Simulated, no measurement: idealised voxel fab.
Presented below is a process module, voxel wiring stack.
Section shown: cut. Width: 225 nm. Cell size: 5 nm, square.
Cross-section spec: square-cell grid; bands listed top down; each band is one or more rows. For a band, the entry starts with two heights in nm, that of the top and then that of the bottom, and carries on with the band's materials in order from left to right, each alongside its width in nm; the word "full width" beside a single material means it fills the band edge to edge, and "air" means empty space. Note: height 0 marks the level under which the wafer is uniformly one material as received. Lowest band unbounded below, written "from 0 down". A width such as "30->40" changes by the same amount from each row of cells to the next, from the band's top row to its bottom row. "nothing got changed" (step): cross-section cells unchanged, all of them. Sealed-off cavities: empty space of 8 cells or more with no open way to the top, each as width x height at its distance from the left edge, in nm. Whatever follows a step's settings on its line is a remark the simulator itself makes about that step. overlay nm: for a step with a mask, the amount by which the mask lay right of where it was planned; a negative amount means left of it.

[The steps planned for the process are as follows]
1 RECEIVE | material Si
2 CONFORMAL_DEP | material SiO2 | thk nm 15
3 CONFORMAL_DEP | material SiCN | thk nm 5
4 DIRECTIONAL_DEP | material lowk | thk nm 20
5 DIRECTIONAL_DEP | material aC | thk nm 10
6 PATTERN | tone open | mask id METAL_1 | material resist | width nm 20 | pitch nm 35 | thk nm 30 | overlay nm 0
7 DIRECTIONAL_ETCH | etch materials aC | depth nm 10
8 STRIP | etch materials resist
9 DIRECTIONAL_ETCH | etch materials lowk | depth nm 20
10 DIRECTIONAL_ETCH | etch materials SiCN | depth nm 5
11 STRIP | etch materials aC
12 CONFORMAL_DEP | material TiN | thk nm 5
13 FILL_DEP | material Cu | thk nm 10
14 CMP | height nm 40
15 CONFORMAL_DEP | material SiCN | thk nm 5
16 DIRECTIONAL_DEP | material lowk | thk nm 30
17 PATTERN | tone open | mask id METAL_2 | material resist | width nm 20 | pitch nm 35 | thk nm 20 | overlay nm 0
18 DIRECTIONAL_ETCH | etch materials lowk | depth nm 15
19 STRIP | etch materials resist
20 PATTERN | tone open | mask id METAL_2_HOLES | material resist | width nm 15 | pitch nm 35 | thk nm 15 | overlay nm 0
21 DIRECTIONAL_ETCH | etch materials lowk | depth nm 15
22 DIRECTIONAL_ETCH | etch materials SiCN | depth nm 5
23 STRIP | etch materials resist
24 CONFORMAL_DEP | material TiN | thk nm 5
25 FILL_DEP | material Ru | thk nm 10
26 CMP | height nm 75
27 CONFORMAL_DEP | material SiCN | thk nm 5
28 DIRECTIONAL_DEP | material lowk | thk nm 25
29 MASKED_ETCH | tone open | mask id METAL_3 | width nm 20 | pitch nm 35 | etch materials lowk | depth nm 15 | overlay nm 0
30 PATTERN | tone open | mask id METAL_3_HOLES | material resist | width nm 15 | pitch nm 70 | thk nm 15 | overlay nm 0
31 DIRECTIONAL_ETCH | etch materials lowk | depth nm 10
32 DIRECTIONAL_ETCH | etch materials SiCN | depth nm 5
33 STRIP | etch materials resist
34 CONFORMAL_DEP | material TiN | thk nm 5
35 FILL_DEP | material Ru | thk nm 10
36 CMP | height nm 105
37 CONFORMAL_DEP | material SiCN | thk nm 5

[So this is the incoming wafer in cross-section - it's already been through step 1]
- from 0 down | Si full width
- Sealed-off cavities: none

[Post-module cross-section: identical start and plan to those above, one misstep in execution]
- from 110 to 105 | SiCN full width
- from 105 to 95 | lowk 60 nm, TiN 5->10 nm, Ru 15->10 nm, TiN 5 nm, lowk 15 nm, TiN 5 nm, Ru 10 nm, TiN 5 nm, lowk 10 nm, TiN 5->10 nm, Ru 15->10 nm, TiN 5 nm, lowk 70 nm
- from 95 to 90 | lowk 65 nm, TiN 5 nm, Ru 10 nm, TiN 5 nm, lowk 15 nm, TiN 20 nm, lowk 15 nm, TiN 5 nm, Ru 10 nm, TiN 5 nm, lowk 70 nm
- from 90 to 80 | lowk 65 nm, TiN 5 nm, Ru 10 nm, TiN 5 nm, lowk 50 nm, TiN 5 nm, Ru 10 nm, TiN 5 nm, lowk 70 nm
- from 80 to 75 | SiCN 65 nm, TiN 20 nm, SiCN 50 nm, TiN 20 nm, SiCN 70 nm
- from 75 to 65 | lowk 65 nm, TiN 5 nm, Ru 10 nm, TiN 5 nm, lowk 15 nm, TiN 5 nm, Ru 10 nm, TiN 5 nm, lowk 15 nm, TiN 5 nm, Ru 10 nm, TiN 5 nm, lowk 70 nm
- from 65 to 60 | lowk 65 nm, TiN 5 nm, Ru 5 nm, TiN 10 nm, lowk 15 nm, TiN 5 nm, Ru 5 nm, TiN 10 nm, lowk 15 nm, TiN 5 nm, Ru 5 nm, TiN 10 nm, lowk 70 nm
- from 60 to 45 | lowk 65 nm, TiN 5 nm, Ru 5 nm, TiN 5 nm, lowk 20 nm, TiN 5 nm, Ru 5 nm, TiN 5 nm, lowk 20 nm, TiN 5 nm, Ru 5 nm, TiN 5 nm, lowk 75 nm
- from 45 to 40 | SiCN 65 nm, TiN 15 nm, SiCN 20 nm, TiN 15 nm, SiCN 20 nm, TiN 15 nm, SiCN 75 nm
- from 40 to 20 | lowk 65 nm, TiN 5 nm, Cu 10 nm, TiN 5 nm, lowk 15 nm, TiN 5 nm, Cu 10 nm, TiN 5 nm, lowk 15 nm, TiN 5 nm, Cu 10 nm, TiN 5 nm, lowk 70 nm
- from 20 to 15 | SiCN 65 nm, TiN 20 nm, SiCN 15 nm, TiN 20 nm, SiCN 15 nm, TiN 20 nm, SiCN 70 nm
- from 15 to 0 | SiO2 full width
- from 0 down | Si full width
- Sealed-off cavities: none
Against the plan, the run slipped here: so step 30 ended up running with a different setting than we planned, it ran as PATTERN | tone open | mask id METAL_3_HOLES | material resist | width nm 25 | pitch nm 70 | thk nm 15 | overlay nm 0
